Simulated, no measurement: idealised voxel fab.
process module | voxel released beams
cross-section cut | 165 nm wide | cells 5 nm
A cross-section is a grid of square cells, given in bands from the top down. A band is one or more rows of cells.
Each band's line starts with the height of the band's top and of its bottom, in nm. Then come its materials from left to right, each with its width in nm. One material with "throughout" fills the band from edge to edge. "air" is empty space.
Height 0 is the level under which the wafer as received is all one material. The lowest band goes on downwards, as in "0 down".
A width such as "30 to 40" changes by the same amount from each row of cells to the next, from the band's top row to its bottom row.
"no change" after a step means that no cell of the cross-section changed.
closed voids: empty space of 8 cells or more with no open way to the top, each as width x height at its distance from the left edge, in nm
after a step's settings: what the simulator itself notes on the step
overlay nm, on a step with a mask: how far to the right of its planned place the mask lay; to the left if negative
plan
1 op RECEIVE | material Si
2 op CONFORMAL_DEP | material SiN | thk nm 5
3 op DIRECTIONAL_DEP | material SiO2 | thk nm 20
4 op DIRECTIONAL_DEP | material aC | thk nm 15
5 op PATTERN | tone open | mask id ANCHOR | material resist | width nm 30 | thk nm 30 | overlay nm 0
6 op DIRECTIONAL_ETCH | etch materials aC | depth nm 15
7 op STRIP | etch materials resist
8 op DIRECTIONAL_ETCH | etch materials SiO2 | depth nm 20
9 op STRIP | etch materials aC
10 op CONFORMAL_DEP | material polySi | thk nm 10
11 op PATTERN | tone cover | mask id BEAM | material resist | width nm 75 | thk nm 15 | overlay nm 0
12 op DIRECTIONAL_ETCH | etch materials polySi | depth nm 10
13 op STRIP | etch materials resist
14 op STRIP | etch materials SiO2
first wafer, as planned
as received, after step 1
  0 down: Si throughout
  closed voids: none
after step 2
  5 to 0: SiN throughout
  below 0: unchanged
after step 3
  25 to 5: SiO2 throughout
  below 5: unchanged
after step 4
  40 to 25: aC throughout
  below 25: unchanged
after step 5
  70 to 40: resist 45 | air 30 | resist 90
  below 40: unchanged
after step 6
  55 to 40: resist 45 | air 30 | resist 90
  40 to 25: aC 45 | air 30 | aC 90
  below 25: unchanged
after step 7
  40 to 25: aC 45 | air 30 | aC 90
  below 25: unchanged
after step 8
  40 to 25: aC 45 | air 30 | aC 90
  25 to 5: SiO2 45 | air 30 | SiO2 90
  below 5: unchanged
after step 9
  25 to 5: SiO2 45 | air 30 | SiO2 90
  below 5: unchanged
after step 10
  35 to 25: polySi 55 | air 10 | polySi 100
  25 to 15: SiO2 45 | polySi 10 | air 10 | polySi 10 | SiO2 90
  15 to 5: SiO2 45 | polySi 30 | SiO2 90
  below 5: unchanged
after step 11
  50 to 35: air 40 | resist 75 | air 50
  35 to 25: polySi 55 | resist 10 | polySi 100
  25 to 15: SiO2 45 | polySi 10 | resist 10 | polySi 10 | SiO2 90
  below 15: unchanged
after step 12
  50 to 35: air 40 | resist 75 | air 50
  35 to 25: air 40 | polySi 15 | resist 10 | polySi 50 | air 50
  below 25: unchanged
after step 13
  35 to 25: air 40 | polySi 15 | air 10 | polySi 50 | air 50
  25 to 15: SiO2 45 | polySi 10 | air 10 | polySi 10 | SiO2 90
  below 15: unchanged
after step 14
  35 to 25: air 40 | polySi 15 | air 10 | polySi 50 | air 50
  25 to 15: air 45 | polySi 10 | air 10 | polySi 10 | air 90
  15 to 5: air 45 | polySi 30 | air 90
  below 5: unchanged
second wafer: like start, like plan, one mistake. Through step 4 it matches the first wafer
when step 5 should have ended
  70 to 40: air 45 | resist 30 | air 90
  below 40: unchanged
when step 6 should have ended
  55 to 40: air 45 | resist 30 | air 90
  40 to 25: air 45 | aC 30 | air 90
  below 25: unchanged
when step 7 should have ended
  40 to 25: air 45 | aC 30 | air 90
  below 25: unchanged
when step 8 should have ended
  40 to 25: air 45 | aC 30 | air 90
  25 to 5: air 45 | SiO2 30 | air 90
  below 5: unchanged
when step 9 should have ended
  25 to 5: air 45 | SiO2 30 | air 90
  below 5: unchanged
when step 10 should have ended
  35 to 25: air 35 | polySi 50 | air 80
  25 to 15: air 35 | polySi 10 | SiO2 30 | polySi 10 | air 80
  15 to 5: polySi 45 | SiO2 30 | polySi 90
  below 5: unchanged
when step 11 should have ended
  50 to 35: air 40 | resist 75 | air 50
  35 to 25: air 35 | polySi 50 | resist 30 | air 50
  25 to 15: air 35 | polySi 10 | SiO2 30 | polySi 10 | resist 30 | air 50
  below 15: unchanged
when step 12 should have ended
  50 to 35: air 40 | resist 75 | air 50
  35 to 25: air 40 | polySi 45 | resist 30 | air 50
  25 to 15: air 35 | polySi 10 | SiO2 30 | polySi 10 | resist 30 | air 50
  15 to 5: air 35 | polySi 10 | SiO2 30 | polySi 40 | air 50
  below 5: unchanged
when step 13 should have ended
  35 to 25: air 40 | polySi 45 | air 80
  25 to 15: air 35 | polySi 10 | SiO2 30 | polySi 10 | air 80
  below 15: unchanged
when step 14 should have ended: no change
what went wrong: step 5 ran as: op PATTERN | tone cover | mask id ANCHOR | material resist | width nm 30 | thk nm 30 | overlay nm 0
at the end the second wafer has, in cells: 24 more of SiO2
